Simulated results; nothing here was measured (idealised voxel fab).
process module | voxel lift off
cross-section cut | 275 nm wide | cells 5 nm
A cross-section is a grid of square cells, given in bands from the top down. A band is one or more rows of cells.
Each band's line starts with the height of the band's top and of its bottom, in nm. Then come its materials from left to right, each with its width in nm. One material with "throughout" fills the band from edge to edge. "air" is empty space.
Height 0 is the level under which the wafer as received is all one material. The lowest band goes on downwards, as in "0 down".
A width such as "30 to 40" changes by the same amount from each row of cells to the next, from the band's top row to its bottom row.
"no change" after a step means that no cell of the cross-section changed.
closed voids: empty space of 8 cells or more with no open way to the top, each as width x height at its distance from the left edge, in nm
after a step's settings: what the simulator itself notes on the step
overlay nm, on a step with a mask: how far to the right of its planned place the mask lay; to the left if negative
plan
1 op RECEIVE | material Si
2 op CONFORMAL_DEP | material SiO2 | thk nm 15
3 op PATTERN | tone open | mask id LINES | material resist | width nm 30 | pitch nm 60 | thk nm 20 | overlay nm 0
4 op DIRECTIONAL_DEP | material Ru | thk nm 5
5 op STRIP | etch materials resist
6 op CONFORMAL_DEP | material SiCN | thk nm 5
first wafer, as planned
as received, after step 1
  0 down: Si throughout
  closed voids: none
after step 2
  15 to 0: SiO2 throughout
  below 0: unchanged
after step 3
  35 to 15: resist 90 | air 30 | resist 30 | air 30 | resist 95
  below 15: unchanged
after step 4
  40 to 35: Ru 90 | air 30 | Ru 30 | air 30 | Ru 95
  35 to 20: resist 90 | air 30 | resist 30 | air 30 | resist 95
  20 to 15: resist 90 | Ru 30 | resist 30 | Ru 30 | resist 95
  below 15: unchanged
after step 5
  20 to 15: air 90 | Ru 30 | air 30 | Ru 30 | air 95
  below 15: unchanged
after step 6
  25 to 20: air 85 | SiCN 40 | air 20 | SiCN 40 | air 90
  20 to 15: SiCN 90 | Ru 30 | SiCN 30 | Ru 30 | SiCN 95
  below 15: unchanged
second wafer: like start, like plan, one mistake. Through step 2 it matches the first wafer
when step 3 should have ended
  35 to 15: resist 80 | air 30 | resist 30 | air 30 | resist 105
  below 15: unchanged
when step 4 should have ended
  40 to 35: Ru 80 | air 30 | Ru 30 | air 30 | Ru 105
  35 to 20: resist 80 | air 30 | resist 30 | air 30 | resist 105
  20 to 15: resist 80 | Ru 30 | resist 30 | Ru 30 | resist 105
  below 15: unchanged
when step 5 should have ended
  20 to 15: air 80 | Ru 30 | air 30 | Ru 30 | air 105
  below 15: unchanged
when step 6 should have ended
  25 to 20: air 75 | SiCN 40 | air 20 | SiCN 40 | air 100
  20 to 15: SiCN 80 | Ru 30 | SiCN 30 | Ru 30 | SiCN 105
  below 15: unchanged
what went wrong: step 3 ran as: op PATTERN | tone open | mask id LINES | material resist | width nm 30 | pitch nm 60 | thk nm 20 | overlay nm -10
at the end the second wafer has, in cells: as many of each material as the first, in other places
